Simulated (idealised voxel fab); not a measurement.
Process module, titled voxel fin reveal
The width of the displayed cross-section, cut, is 200 nm; its cells are square, with a size of 5 nm.
Cross-section spec: square-cell grid; bands listed top down; each band is one or more rows.
Top height, bottom height, nm. Materials left to right, width each, nm. Single material + "throughout" = fills band edge to edge. "air" = empty.
Height 0 is the level under which the wafer as received is all one material. The lowest band goes on downwards, as in "from 0 down".
It should be noted that a width expressed as "30->40" varies in equal increments from row to row of cells within the band, taking the value of the first number at the top row and that of the second number at the bottom row.
The designation "no modification", where it is given for a processing step, indicates that no cell of the cross-section was altered in the course of that step.
"Enclosed void inventory": empty spaces of 8 cells or more with no open way to the top, each given as width x height at distance, distance from the left edge, all in nm.
The remark found on a step's line after its settings is issued by the simulator itself and pertains to that step.
overlay nm: right-of-plan distance of the mask on a masked step; negative values mean left-of-plan.

The process steps that were planned are listed below:
1) RECEIVE,material Si
2) CONFORMAL_DEP,material SiN,thk nm 5
3) PATTERN,tone cover,mask id FINS,material resist,width nm 15,pitch nm 45,thk nm 20,overlay nm 0
4) DIRECTIONAL_ETCH,etch materials SiN,depth nm 5
5) DIRECTIONAL_ETCH,etch materials Si,depth nm 35
6) STRIP,etch materials resist
7) FILL_DEP,material SiO2,thk nm 5
8) CMP,height nm 5
9) SELECTIVE_ETCH,etch materials SiO2,depth nm 20
10) STRIP,etch materials SiN
11) CONFORMAL_DEP,material HfO2,thk nm 5

The following pertains to the first of two wafers, which was processed as planned:

So this is the incoming wafer in cross-section - it's already been through step 1:
> from 0 down  Si throughout
> Enclosed void inventory: none

The following cross-section depicts the wafer upon completion of step 2:
> from 5 to 0  SiN throughout
> All layers under 0 are left as they were.

The following cross-section depicts the wafer upon completion of step 3:
> from 25 to 5  70 nm air, then 15 nm resist, then 30 nm air, then 15 nm resist, then 70 nm air
> All layers under 5 are left as they were.

The following cross-section depicts the wafer upon completion of step 4:
> from 25 to 5  70 nm air, then 15 nm resist, then 30 nm air, then 15 nm resist, then 70 nm air
> from 5 to 0  70 nm air, then 15 nm SiN, then 30 nm air, then 15 nm SiN, then 70 nm air
> All layers under 0 are left as they were.

The following cross-section depicts the wafer upon completion of step 5:
> from 25 to 5  70 nm air, then 15 nm resist, then 30 nm air, then 15 nm resist, then 70 nm air
> from 5 to 0  70 nm air, then 15 nm SiN, then 30 nm air, then 15 nm SiN, then 70 nm air
> from 0 to -35  70 nm air, then 15 nm Si, then 30 nm air, then 15 nm Si, then 70 nm air
> All layers under -35 are left as they were.

The following cross-section depicts the wafer upon completion of step 6:
> from 5 to 0  70 nm air, then 15 nm SiN, then 30 nm air, then 15 nm SiN, then 70 nm air
> All layers under 0 are left as they were.

The following cross-section depicts the wafer upon completion of step 7:
> from 10 to 5  SiO2 throughout
> from 5 to 0  70 nm SiO2, then 15 nm SiN, then 30 nm SiO2, then 15 nm SiN, then 70 nm SiO2
> from 0 to -35  70 nm SiO2, then 15 nm Si, then 30 nm SiO2, then 15 nm Si, then 70 nm SiO2
> All layers under -35 are left as they were.

The following cross-section depicts the wafer upon completion of step 8:
> from 5 to 0  70 nm SiO2, then 15 nm SiN, then 30 nm SiO2, then 15 nm SiN, then 70 nm SiO2
> All layers under 0 are left as they were.

The following cross-section depicts the wafer upon completion of step 9:
> from 5 to 0  70 nm air, then 15 nm SiN, then 30 nm air, then 15 nm SiN, then 70 nm air
> from 0 to -15  70 nm air, then 15 nm Si, then 30 nm air, then 15 nm Si, then 70 nm air
> All layers under -15 are left as they were.

The following cross-section depicts the wafer upon completion of step 10:
> from 0 to -15  70 nm air, then 15 nm Si, then 30 nm air, then 15 nm Si, then 70 nm air
> All layers under -15 are left as they were.

The following cross-section depicts the wafer upon completion of step 11:
> from 5 to 0  65 nm air, then 25 nm HfO2, then 20 nm air, then 25 nm HfO2, then 65 nm air
> from 0 to -10  65 nm air, then 5 nm HfO2, then 15 nm Si, then 5 nm HfO2, then 20 nm air, then 5 nm HfO2, then 15 nm Si, then 5 nm HfO2, then 65 nm air
> from -10 to -15  70 nm HfO2, then 15 nm Si, then 30 nm HfO2, then 15 nm Si, then 70 nm HfO2
> All layers under -15 are left as they were.

Here the second wafer is described. Its start and its plan were those of the first wafer. Its run contained one mistake. Up to and including step 8, it did exactly what the first wafer did:

Cross-sectional representation of the second wafer at the time designated in the plan for the completion of step 9:
> from 5 to 0  70 nm SiO2, then 15 nm air, then 30 nm SiO2, then 15 nm air, then 70 nm SiO2
> All layers under 0 are left as they were.

Cross-sectional representation of the second wafer at the time designated in the plan for the completion of step 10:
> from 0 to -15  70 nm air, then 15 nm Si, then 30 nm air, then 15 nm Si, then 70 nm air
> from -15 to -20  50 nm SiO2, then 20 nm air, then 15 nm Si, then 30 nm air, then 15 nm Si, then 20 nm air, then 50 nm SiO2
> All layers under -20 are left as they were.

Cross-sectional representation of the second wafer at the time designated in the plan for the completion of step 11:
> from 5 to 0  65 nm air, then 25 nm HfO2, then 20 nm air, then 25 nm HfO2, then 65 nm air
> from 0 to -10  65 nm air, then 5 nm HfO2, then 15 nm Si, then 5 nm HfO2, then 20 nm air, then 5 nm HfO2, then 15 nm Si, then 5 nm HfO2, then 65 nm air
> from -10 to -15  55 nm HfO2, then 10 nm air, then 5 nm HfO2, then 15 nm Si, then 5 nm HfO2, then 20 nm air, then 5 nm HfO2, then 15 nm Si, then 5 nm HfO2, then 10 nm air, then 55 nm HfO2
> from -15 to -20  50 nm SiO2, then 20 nm HfO2, then 15 nm Si, then 30 nm HfO2, then 15 nm Si, then 20 nm HfO2, then 50 nm SiO2
> All layers under -20 are left as they were.
The mistake made against the process plan was this: steps 9 and 10: order swapped relative to plan
Looking at both finished wafers in cells, the second ends up ahead of or behind the first on some materials: +6 HfO2 | -14 SiO2
